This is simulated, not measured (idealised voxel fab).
Process module in this document: voxel capacitor over wiring
We display cut, a cross-section 285 nm in width whose square cells are each 5 nm.
Cross-section format: a grid of square cells, given as bands from top to bottom; each band is one or more rows of cells.
It is stipulated that each band's entry specify, in nanometres, the height of the top of the band and then that of its bottom, followed by the materials of the band in left-to-right sequence, each together with its width in nanometres. A single material marked by the word "edge to edge" is understood to fill the band from edge to edge; the word "empty" is understood to denote empty space.
Heights are reckoned from 0. Under this level, the received wafer is all of one material. The bottommost band is open-ended downward, for example "0 nm and below".
Width: "30 to 40" (first number = top row, second number = bottom row, same change from row to row of cells).
Step note "all unchanged" = no cross-section cell changed.
"Trapped cavities": sealed empty spaces, 8 cells or more, no open way to top, listed width x height at distance, with distance from the left edge and width, height and distance in nm.
Formally, on a step line, whatever follows the settings is a remark that the simulator itself makes on the step.
Each step line may optionally specify "overlay nm", which for a step with a mask gives the rightward distance between the mask's planned place and where it lay, a negative value indicating the leftward direction.
Pairs from here to the end. Each: cross-section before one process step, cross-section after it, the latter only as far down as the lowest band that changed. Under each: the step between, and its settings. Mind that the pairs may be taken from different runs of this module on the same starting wafer; whether a pair continues from the pair above depends on its entry headed "Pre-step section", and it does only where that entry says so.
### Pre-step section
125 nm to 90 nm  empty: 90  resist: 75  empty: 120
90 nm to 80 nm  empty: 90  resist: 5  aC: 65  resist: 5  empty: 120
80 nm to 75 nm  aC edge to edge
75 nm to 70 nm  aC: 95  TiN: 65  aC: 125
70 nm to 65 nm  aC: 95  SiN: 65  aC: 125
65 nm to 55 nm  TiN edge to edge
55 nm to 40 nm  SiO2: 95  Ru: 15  SiO2: 175
40 nm to 35 nm  SiCN: 95  Ru: 15  SiCN: 175
35 nm to 15 nm  SiO2: 80  Ru: 5  W: 20  Ru: 5  SiO2: 60  Ru: 5  W: 20  Ru: 5  SiO2: 85
15 nm to 10 nm  SiN: 80  Ru: 30  SiN: 60  Ru: 30  SiN: 85
10 nm to 0 nm  SiO2 edge to edge
0 nm and below  Si edge to edge
Trapped cavities: none
### Post-Step Section View
110 nm to 90 nm  empty: 90  resist: 75  empty: 120
90 nm to 80 nm  empty: 90  resist: 5  aC: 65  resist: 5  empty: 120
80 nm to 75 nm  empty: 90  aC: 75  empty: 120
75 nm to 70 nm  empty: 90  aC: 5  TiN: 65  aC: 5  empty: 120
70 nm to 65 nm  empty: 90  aC: 5  SiN: 65  aC: 5  empty: 120
Unchanged below 65.
Trapped cavities: none
Step linking the sections shown: DIRECTIONAL_ETCH | etch materials aC | depth nm 15
Pre-step section: same picture as after in the pair right above, so we don't repeat it.
### Post-Step Section View
90 nm to 80 nm  empty: 95  aC: 65  empty: 125
Unchanged below 80.
Trapped cavities: none
Step linking the sections shown: STRIP | etch materials resist
Pre-step section: same picture as after in the pair right above, so we don't repeat it.
### Post-Step Section View
90 nm to 80 nm  empty: 95  aC: 65  empty: 125
80 nm to 75 nm  empty: 90  aC: 75  empty: 120
75 nm to 70 nm  empty: 90  aC: 5  TiN: 65  aC: 5  empty: 120
70 nm to 65 nm  empty: 90  aC: 5  SiN: 65  aC: 5  empty: 120
65 nm to 55 nm  empty: 90  TiN: 75  empty: 120
Unchanged below 55.
Trapped cavities: none
Step linking the sections shown: DIRECTIONAL_ETCH | etch materials TiN | depth nm 10
Pre-step section: same picture as after in the pair right above, so we don't repeat it.
### Post-Step Section View
75 nm to 70 nm  empty: 95  TiN: 65  empty: 125
70 nm to 65 nm  empty: 95  SiN: 65  empty: 125
Unchanged below 65.
Trapped cavities: none
Step linking the sections shown: STRIP | etch materials aC
Pre-step section: same picture as after in the pair right above, so we don't repeat it.
### Post-Step Section View
90 nm to 75 nm  SiO2 edge to edge
75 nm to 70 nm  SiO2: 95  TiN: 65  SiO2: 125
70 nm to 65 nm  SiO2: 95  SiN: 65  SiO2: 125
65 nm to 55 nm  SiO2: 90  TiN: 75  SiO2: 120
Unchanged below 55.
Trapped cavities: none
Step linking the sections shown: FILL_DEP | material SiO2 | thk nm 15
Pre-step section: same picture as after in the pair right above, so we don't repeat it.
### Post-Step Section View
85 nm to 75 nm  SiO2 edge to edge
Unchanged below 75.
Trapped cavities: none
Step linking the sections shown: CMP | height nm 85
Pre-step section: same picture as after in the pair right above, so we don't repeat it.
### Post-Step Section View
100 nm to 85 nm  aC edge to edge
Unchanged below 85.
Trapped cavities: none
Step linking the sections shown: DIRECTIONAL_DEP | material aC | thk nm 15
Pre-step section: same picture as after in the pair right above, so we don't repeat it.
### Post-Step Section View
135 nm to 100 nm  resist: 105  empty: 15  resist: 165
Unchanged below 100.
Trapped cavities: none
Step linking the sections shown: PATTERN | tone open | mask id PLUG_2 | material resist | width nm 15 | thk nm 35 | overlay nm 0
Pre-step section: same picture as after in the pair right above, so we don't repeat it.
### Post-Step Section View
120 nm to 100 nm  resist: 105  empty: 15  resist: 165
100 nm to 85 nm  aC: 105  empty: 15  aC: 165
Unchanged below 85.
Trapped cavities: none
Step linking the sections shown: DIRECTIONAL_ETCH | etch materials aC | depth nm 15
Pre-step section: same picture as after in the pair right above, so we don't repeat it.
### Post-Step Section View
100 nm to 85 nm  aC: 105  empty: 15  aC: 165
Unchanged below 85.
Trapped cavities: none
Step linking the sections shown: STRIP | etch materials resist
Pre-step section: same picture as after in the pair right above, so we don't repeat it.
### Post-Step Section View
100 nm to 85 nm  aC: 105  empty: 15  aC: 165
85 nm to 75 nm  SiO2: 105  empty: 15  SiO2: 165
Unchanged below 75.
Trapped cavities: none
Step linking the sections shown: DIRECTIONAL_ETCH | etch materials SiO2 | depth nm 10
Pre-step section: same picture as after in the pair right above, so we don't repeat it.
### Post-Step Section View
85 nm to 75 nm  SiO2: 105  empty: 15  SiO2: 165
Unchanged below 75.
Trapped cavities: none
Step linking the sections shown: STRIP | etch materials aC
Pre-step section: same picture as after in the pair right above, so we don't repeat it.
### Post-Step Section View
90 nm to 85 nm  TiN: 110  empty: 5  TiN: 170
85 nm to 80 nm  SiO2: 105  TiN: 5  empty: 5  TiN: 5  SiO2: 165
80 nm to 70 nm  SiO2: 105 to 95  TiN: 15 to 65  SiO2: 165 to 125
Unchanged below 70.
Trapped cavities: none
Step linking the sections shown: CONFORMAL_DEP | material TiN | thk nm 5
Pre-step section: same picture as after in the pair right above, so we don't repeat it.
### Post-Step Section View
95 nm to 90 nm  Ru edge to edge
90 nm to 85 nm  TiN: 110  Ru: 5  TiN: 170
85 nm to 80 nm  SiO2: 105  TiN: 5  Ru: 5  TiN: 5  SiO2: 165
Unchanged below 80.
Trapped cavities: none
Step linking the sections shown: FILL_DEP | material Ru | thk nm 5
Pre-step section: same picture as after in the pair right above, so we don't repeat it.
### Post-Step Section View
85 nm to 80 nm  SiO2: 105  TiN: 5  Ru: 5  TiN: 5  SiO2: 165
Unchanged below 80.
Trapped cavities: none
Step linking the sections shown: CMP | height nm 85
Pre-step section: same picture as after in the pair right above, so we don't repeat it.
### Post-Step Section View
90 nm to 85 nm  SiN edge to edge
Unchanged below 85.
Trapped cavities: none
Step linking the sections shown: CONFORMAL_DEP | material SiN | thk nm 5
### Pre-step section
55 nm to 40 nm  SiO2 edge to edge
40 nm to 35 nm  SiCN edge to edge
35 nm to 15 nm  SiO2: 80  TiN: 5  W: 20  TiN: 5  SiO2: 60  TiN: 5  W: 20  TiN: 5  SiO2: 85
15 nm to 10 nm  SiN: 80  TiN: 30  SiN: 60  TiN: 30  SiN: 85
10 nm to 0 nm  SiO2 edge to edge
0 nm and below  Si edge to edge
Trapped cavities: none
### Post-Step Section View
70 nm to 55 nm  empty: 95  resist: 15  empty: 175
Unchanged below 55.
Trapped cavities: none
Step linking the sections shown: PATTERN | tone cover | mask id PLUG_1 | material resist | width nm 15 | thk nm 15 | overlay nm 0
Pre-step section: same picture as after in the pair right above, so we don't repeat it.
### Post-Step Section View
70 nm to 55 nm  empty: 95  resist: 15  empty: 175
55 nm to 40 nm  empty: 95  SiO2: 15  empty: 175
Unchanged below 40.
Trapped cavities: none
Step linking the sections shown: DIRECTIONAL_ETCH | etch materials SiO2 | depth nm 15
Pre-step section: same picture as after in the pair right above, so we don't repeat it.
### Post-Step Section View
70 nm to 55 nm  empty: 95  resist: 15  empty: 175
55 nm to 40 nm  empty: 95  SiO2: 15  empty: 175
40 nm to 35 nm  empty: 95  SiCN: 15  empty: 175
Unchanged below 35.
Trapped cavities: none
Step linking the sections shown: DIRECTIONAL_ETCH | etch materials SiCN | depth nm 5
Pre-step section: same picture as after in the pair right above, so we don't repeat it.
### Post-Step Section View
55 nm to 40 nm  empty: 95  SiO2: 15  empty: 175
Unchanged below 40.
Trapped cavities: none
Step linking the sections shown: STRIP | etch materials resist
Pre-step section: same picture as after in the pair right above, so we don't repeat it.
### Post-Step Section View
55 nm to 45 nm  empty: 95  SiO2: 15  empty: 175
45 nm to 40 nm  empty: 70  Ru: 25  SiO2: 15  empty: 50  Ru: 50  empty: 75
40 nm to 35 nm  empty: 70  Ru: 25  SiCN: 15  empty: 50  Ru: 50  empty: 75
Unchanged below 35.
Trapped cavities: none
Step linking the sections shown: EPI | material Ru | thk nm 10
Pre-step section: same picture as after in the pair right above, so we don't repeat it.
### Post-Step Section View
55 nm to 40 nm  empty: 60  Ru: 35  SiO2: 15  empty: 40  Ru: 70  empty: 65
40 nm to 35 nm  empty: 60  Ru: 35  SiCN: 15  empty: 40  Ru: 70  empty: 65
Unchanged below 35.
Trapped cavities: none
Step linking the sections shown: EPI | material Ru | thk nm 10
Pre-step section: same picture as after in the pair right above, so we don't repeat it.
### Post-Step Section View
65 nm to 55 nm  empty: 60  TiN: 50  empty: 40  TiN: 70  empty: 65
55 nm to 45 nm  empty: 60  Ru: 35  SiO2: 15  empty: 40  Ru: 70  empty: 65
45 nm to 40 nm  TiN: 60  Ru: 35  SiO2: 15  TiN: 40  Ru: 70  TiN: 65
40 nm to 35 nm  TiN: 60  Ru: 35  SiCN: 15  TiN: 40  Ru: 70  TiN: 65
Unchanged below 35.
Trapped cavities: none
Step linking the sections shown: DIRECTIONAL_DEP | material TiN | thk nm 10
Pre-step section: same picture as after in the pair right above, so we don't repeat it.
### Post-Step Section View
70 nm to 65 nm  empty: 60  SiN: 50  empty: 40  SiN: 70  empty: 65
65 nm to 55 nm  empty: 60  TiN: 50  empty: 40  TiN: 70  empty: 65
55 nm to 50 nm  empty: 60  Ru: 35  SiO2: 15  empty: 40  Ru: 70  empty: 65
50 nm to 45 nm  SiN: 60  Ru: 35  SiO2: 15  SiN: 40  Ru: 70  SiN: 65
Unchanged below 45.
Trapped cavities: none
Step linking the sections shown: DIRECTIONAL_DEP | material SiN | thk nm 5
Pre-step section: same picture as after in the pair right above, so we don't repeat it.
### Post-Step Section View
75 nm to 70 nm  empty: 60  TiN: 50  empty: 40  TiN: 70  empty: 65
70 nm to 65 nm  empty: 60  SiN: 50  empty: 40  SiN: 70  empty: 65
65 nm to 55 nm  empty: 60  TiN: 50  empty: 40  TiN: 70  empty: 65
55 nm to 50 nm  TiN: 60  Ru: 35  SiO2: 15  TiN: 40  Ru: 70  TiN: 65
Unchanged below 50.
Trapped cavities: none
Step linking the sections shown: DIRECTIONAL_DEP | material TiN | thk nm 5
Pre-step section: same picture as after in the pair right above, so we don't repeat it.
### Post-Step Section View
90 nm to 75 nm  empty: 60  aC: 50  empty: 40  aC: 70  empty: 65
75 nm to 70 nm  empty: 60  TiN: 50  empty: 40  TiN: 70  empty: 65
70 nm to 65 nm  aC: 60  SiN: 50  aC: 40  SiN: 70  aC: 65
65 nm to 55 nm  aC: 60  TiN: 50  aC: 40  TiN: 70  aC: 65
Unchanged below 55.
Trapped cavities: none
Step linking the sections shown: DIRECTIONAL_DEP | material aC | thk nm 15
Pre-step section: same picture as after in the pair right above, so we don't repeat it.
### Post-Step Section View
120 nm to 90 nm  empty: 95  resist: 65  empty: 125
90 nm to 75 nm  empty: 60  aC: 50  resist: 40  aC: 70  empty: 65
75 nm to 70 nm  empty: 60  TiN: 50  resist: 40  TiN: 70  empty: 65
Unchanged below 70.
Trapped cavities: none
Step linking the sections shown: PATTERN | tone cover | mask id UPPER_PLATE | material resist | width nm 65 | thk nm 30 | overlay nm 0
Pre-step section: same picture as after in the pair right above, so we don't repeat it.
### Post-Step Section View
105 nm to 90 nm  empty: 95  resist: 65  empty: 125
90 nm to 75 nm  empty: 95  aC: 15  resist: 40  aC: 10  empty: 125
75 nm to 70 nm  empty: 60  TiN: 50  resist: 40  TiN: 70  empty: 65
70 nm to 65 nm  empty: 60  SiN: 50  aC: 40  SiN: 70  empty: 65
65 nm to 55 nm  empty: 60  TiN: 50  aC: 40  TiN: 70  empty: 65
Unchanged below 55.
Trapped cavities: none
Step linking the sections shown: DIRECTIONAL_ETCH | etch materials aC | depth nm 15
Pre-step section: same picture as after in the pair right above, so we don't repeat it.
### Post-Step Section View
90 nm to 75 nm  empty: 95  aC: 15  empty: 40  aC: 10  empty: 125
75 nm to 70 nm  empty: 60  TiN: 50  empty: 40  TiN: 70  empty: 65
Unchanged below 70.
Trapped cavities: none
Step linking the sections shown: STRIP | etch materials resist
Pre-step section: same picture as after in the pair right above, so we don't repeat it.
### Post-Step Section View
90 nm to 75 nm  empty: 95  aC: 15  empty: 40  aC: 10  empty: 125
75 nm to 70 nm  empty: 95  TiN: 15  empty: 40  TiN: 10  empty: 125
70 nm to 65 nm  empty: 60  SiN: 50  aC: 40  SiN: 70  empty: 65
65 nm to 55 nm  empty: 60  TiN: 50  aC: 40  TiN: 70  empty: 65
55 nm to 50 nm  empty: 60  Ru: 35  SiO2: 15  TiN: 40  Ru: 70  empty: 65
Unchanged below 50.
Trapped cavities: none
Step linking the sections shown: DIRECTIONAL_ETCH | etch materials TiN | depth nm 5
Pre-step section: same picture as after in the pair right above, so we don't repeat it.
### Post-Step Section View
90 nm to 75 nm  empty: 95  aC: 15  empty: 40  aC: 10  empty: 125
75 nm to 70 nm  empty: 95  TiN: 15  empty: 40  TiN: 10  empty: 125
70 nm to 65 nm  empty: 95  SiN: 15  aC: 40  SiN: 10  empty: 125
65 nm to 55 nm  empty: 60  TiN: 50  aC: 40  TiN: 70  empty: 65
55 nm to 50 nm  empty: 60  Ru: 35  SiO2: 15  TiN: 40  Ru: 70  empty: 65
50 nm to 45 nm  empty: 60  Ru: 35  SiO2: 15  SiN: 40  Ru: 70  empty: 65
Unchanged below 45.
Trapped cavities: none
Step linking the sections shown: DIRECTIONAL_ETCH | etch materials SiN | depth nm 5
Pre-step section: same picture as after in the pair right above, so we don't repeat it.
### Post-Step Section View
75 nm to 70 nm  empty: 95  TiN: 15  empty: 40  TiN: 10  empty: 125
70 nm to 65 nm  empty: 95  SiN: 15  empty: 40  SiN: 10  empty: 125
65 nm to 55 nm  empty: 60  TiN: 50  empty: 40  TiN: 70  empty: 65
Unchanged below 55.
Trapped cavities: none
Step linking the sections shown: STRIP | etch materials aC
Pre-step section: same picture as after in the pair right above, so we don't repeat it.
### Post-Step Section View
90 nm to 80 nm  empty: 95  aC: 15  empty: 40  aC: 10  empty: 125
80 nm to 75 nm  empty: 60  aC: 50  empty: 40  aC: 70  empty: 65
75 nm to 70 nm  empty: 60  aC: 35  TiN: 15  empty: 40  TiN: 10  aC: 60  empty: 65
70 nm to 65 nm  empty: 60  aC: 35  SiN: 15  aC: 40  SiN: 10  aC: 60  empty: 65
65 nm to 60 nm  empty: 60  TiN: 50  aC: 40  TiN: 70  empty: 65
60 nm to 55 nm  aC: 60  TiN: 50  aC: 40  TiN: 70  aC: 65
55 nm to 50 nm  aC: 60  Ru: 35  SiO2: 15  TiN: 40  Ru: 70  aC: 65
50 nm to 45 nm  aC: 60  Ru: 35  SiO2: 15  SiN: 40  Ru: 70  aC: 65
Unchanged below 45.
Trapped cavities: none
Step linking the sections shown: DIRECTIONAL_DEP | material aC | thk nm 15
Pre-step section: same picture as after in the pair right above, so we don't repeat it.
### Post-Step Section View
125 nm to 90 nm  empty: 90  resist: 75  empty: 120
90 nm to 80 nm  empty: 90  resist: 5  aC: 15  resist: 40  aC: 10  resist: 5  empty: 120
80 nm to 75 nm  empty: 60  aC: 50  resist: 40  aC: 70  empty: 65
75 nm to 70 nm  empty: 60  aC: 35  TiN: 15  resist: 40  TiN: 10  aC: 60  empty: 65
Unchanged below 70.
Trapped cavities: none
Step linking the sections shown: PATTERN | tone cover | mask id LOWER_PLATE | material resist | width nm 75 | thk nm 35 | overlay nm 0
Pre-step section: same picture as after in the pair right above, so we don't repeat it.
### Post-Step Section View
110 nm to 90 nm  empty: 90  resist: 75  empty: 120
90 nm to 80 nm  empty: 90  resist: 5  aC: 15  resist: 40  aC: 10  resist: 5  empty: 120
80 nm to 75 nm  empty: 90  aC: 20  resist: 40  aC: 15  empty: 120
75 nm to 70 nm  empty: 90  aC: 5  TiN: 15  resist: 40  TiN: 10  aC: 5  empty: 120
70 nm to 65 nm  empty: 90  aC: 5  SiN: 15  aC: 40  SiN: 10  aC: 5  empty: 120
65 nm to 55 nm  empty: 60  TiN: 50  aC: 40  TiN: 70  empty: 65
55 nm to 50 nm  empty: 60  Ru: 35  SiO2: 15  TiN: 40  Ru: 70  empty: 65
50 nm to 45 nm  empty: 60  Ru: 35  SiO2: 15  SiN: 40  Ru: 70  empty: 65
Unchanged below 45.
Trapped cavities: none
Step linking the sections shown: DIRECTIONAL_ETCH | etch materials aC | depth nm 15
Pre-step section: same picture as after in the pair right above, so we don't repeat it.
### Post-Step Section View
90 nm to 80 nm  empty: 95  aC: 15  empty: 40  aC: 10  empty: 125
80 nm to 75 nm  empty: 90  aC: 20  empty: 40  aC: 15  empty: 120
75 nm to 70 nm  empty: 90  aC: 5  TiN: 15  empty: 40  TiN: 10  aC: 5  empty: 120
Unchanged below 70.
Trapped cavities: none
Step linking the sections shown: STRIP | etch materials resist
Pre-step section: same picture as after in the pair right above, so we don't repeat it.
### Post-Step Section View
90 nm to 80 nm  empty: 95  aC: 15  empty: 40  aC: 10  empty: 125
80 nm to 75 nm  empty: 90  aC: 20  empty: 40  aC: 15  empty: 120
75 nm to 70 nm  empty: 90  aC: 5  TiN: 15  empty: 40  TiN: 10  aC: 5  empty: 120
70 nm to 65 nm  empty: 90  aC: 5  SiN: 15  aC: 40  SiN: 10  aC: 5  empty: 120
65 nm to 55 nm  empty: 90  TiN: 20  aC: 40  TiN: 15  empty: 120
55 nm to 50 nm  empty: 60  Ru: 35  SiO2: 15  TiN: 40  Ru: 70  empty: 65
50 nm to 45 nm  empty: 60  Ru: 35  SiO2: 15  SiN: 40  Ru: 70  empty: 65
45 nm to 40 nm  empty: 60  Ru: 35  SiO2: 15  TiN: 40  Ru: 70  empty: 65
40 nm to 35 nm  empty: 60  Ru: 35  SiCN: 15  TiN: 40  Ru: 70  empty: 65
Unchanged below 35.
Trapped cavities: none
Step linking the sections shown: DIRECTIONAL_ETCH | etch materials TiN | depth nm 10
Pre-step section: same picture as after in the pair right above, so we don't repeat it.
### Post-Step Section View
75 nm to 70 nm  empty: 95  TiN: 15  empty: 40  TiN: 10  empty: 125
70 nm to 65 nm  empty: 95  SiN: 15  empty: 40  SiN: 10  empty: 125
65 nm to 55 nm  empty: 90  TiN: 20  empty: 40  TiN: 15  empty: 120
Unchanged below 55.
Trapped cavities: none
Step linking the sections shown: STRIP | etch materials aC
Pre-step section: same picture as after in the pair right above, so we don't repeat it.
### Post-Step Section View
90 nm to 75 nm  SiO2 edge to edge
75 nm to 70 nm  SiO2: 95  TiN: 15  SiO2: 40  TiN: 10  SiO2: 125
70 nm to 65 nm  SiO2: 95  SiN: 15  SiO2: 40  SiN: 10  SiO2: 125
65 nm to 55 nm  SiO2: 90  TiN: 20  SiO2: 40  TiN: 15  SiO2: 120
55 nm to 50 nm  SiO2: 60  Ru: 35  SiO2: 15  TiN: 40  Ru: 70  SiO2: 65
50 nm to 45 nm  SiO2: 60  Ru: 35  SiO2: 15  SiN: 40  Ru: 70  SiO2: 65
45 nm to 40 nm  SiO2: 60  Ru: 35  SiO2: 15  TiN: 40  Ru: 70  SiO2: 65
40 nm to 35 nm  SiO2: 60  Ru: 35  SiCN: 15  TiN: 40  Ru: 70  SiO2: 65
Unchanged below 35.
Trapped cavities: none
Step linking the sections shown: FILL_DEP | material SiO2 | thk nm 15
Pre-step section: same picture as after in the pair right above, so we don't repeat it.
### Post-Step Section View
85 nm to 75 nm  SiO2 edge to edge
Unchanged below 75.
Trapped cavities: none
Step linking the sections shown: CMP | height nm 85
Pre-step section: same picture as after in the pair right above, so we don't repeat it.
### Post-Step Section View
100 nm to 85 nm  aC edge to edge
Unchanged below 85.
Trapped cavities: none
Step linking the sections shown: DIRECTIONAL_DEP | material aC | thk nm 15
Pre-step section: same picture as after in the pair right above, so we don't repeat it.
### Post-Step Section View
135 nm to 100 nm  resist: 105  empty: 15  resist: 165
Unchanged below 100.
Trapped cavities: none
Step linking the sections shown: PATTERN | tone open | mask id PLUG_2 | material resist | width nm 15 | thk nm 35 | overlay nm 0
Pre-step section: same picture as after in the pair right above, so we don't repeat it.
### Post-Step Section View
120 nm to 100 nm  resist: 105  empty: 15  resist: 165
100 nm to 85 nm  aC: 105  empty: 15  aC: 165
Unchanged below 85.
Trapped cavities: none
Step linking the sections shown: DIRECTIONAL_ETCH | etch materials aC | depth nm 15
Pre-step section: same picture as after in the pair right above, so we don't repeat it.
### Post-Step Section View
100 nm to 85 nm  aC: 105  empty: 15  aC: 165
Unchanged below 85.
Trapped cavities: none
Step linking the sections shown: STRIP | etch materials resist
Pre-step section: same picture as after in the pair right above, so we don't repeat it.
### Post-Step Section View
100 nm to 85 nm  aC: 105  empty: 15  aC: 165
85 nm to 75 nm  SiO2: 105  empty: 15  SiO2: 165
Unchanged below 75.
Trapped cavities: none
Step linking the sections shown: DIRECTIONAL_ETCH | etch materials SiO2 | depth nm 10
Pre-step section: same picture as after in the pair right above, so we don't repeat it.
### Post-Step Section View
85 nm to 75 nm  SiO2: 105  empty: 15  SiO2: 165
Unchanged below 75.
Trapped cavities: none
Step linking the sections shown: STRIP | etch materials aC
Pre-step section: same picture as after in the pair right above, so we don't repeat it.
### Post-Step Section View
90 nm to 85 nm  TiN: 110  empty: 5  TiN: 170
85 nm to 80 nm  SiO2: 105  TiN: 5  empty: 5  TiN: 5  SiO2: 165
80 nm to 75 nm  SiO2: 105  TiN: 15  SiO2: 165
Unchanged below 75.
Trapped cavities: none
Step linking the sections shown: CONFORMAL_DEP | material TiN | thk nm 5
Pre-step section: same picture as after in the pair right above, so we don't repeat it.
### Post-Step Section View
95 nm to 90 nm  Ru edge to edge
90 nm to 85 nm  TiN: 110  Ru: 5  TiN: 170
85 nm to 80 nm  SiO2: 105  TiN: 5  Ru: 5  TiN: 5  SiO2: 165
Unchanged below 80.
Trapped cavities: none
Step linking the sections shown: FILL_DEP | material Ru | thk nm 5
Pre-step section: same picture as after in the pair right above, so we don't repeat it.
### Post-Step Section View
85 nm to 80 nm  SiO2: 105  TiN: 5  Ru: 5  TiN: 5  SiO2: 165
Unchanged below 80.
Trapped cavities: none
Step linking the sections shown: CMP | height nm 85
Pre-step section: same picture as after in the pair right above, so we don't repeat it.
### Post-Step Section View
90 nm to 85 nm  SiN edge to edge
Unchanged below 85.
Trapped cavities: none
Step linking the sections shown: CONFORMAL_DEP | material SiN | thk nm 5
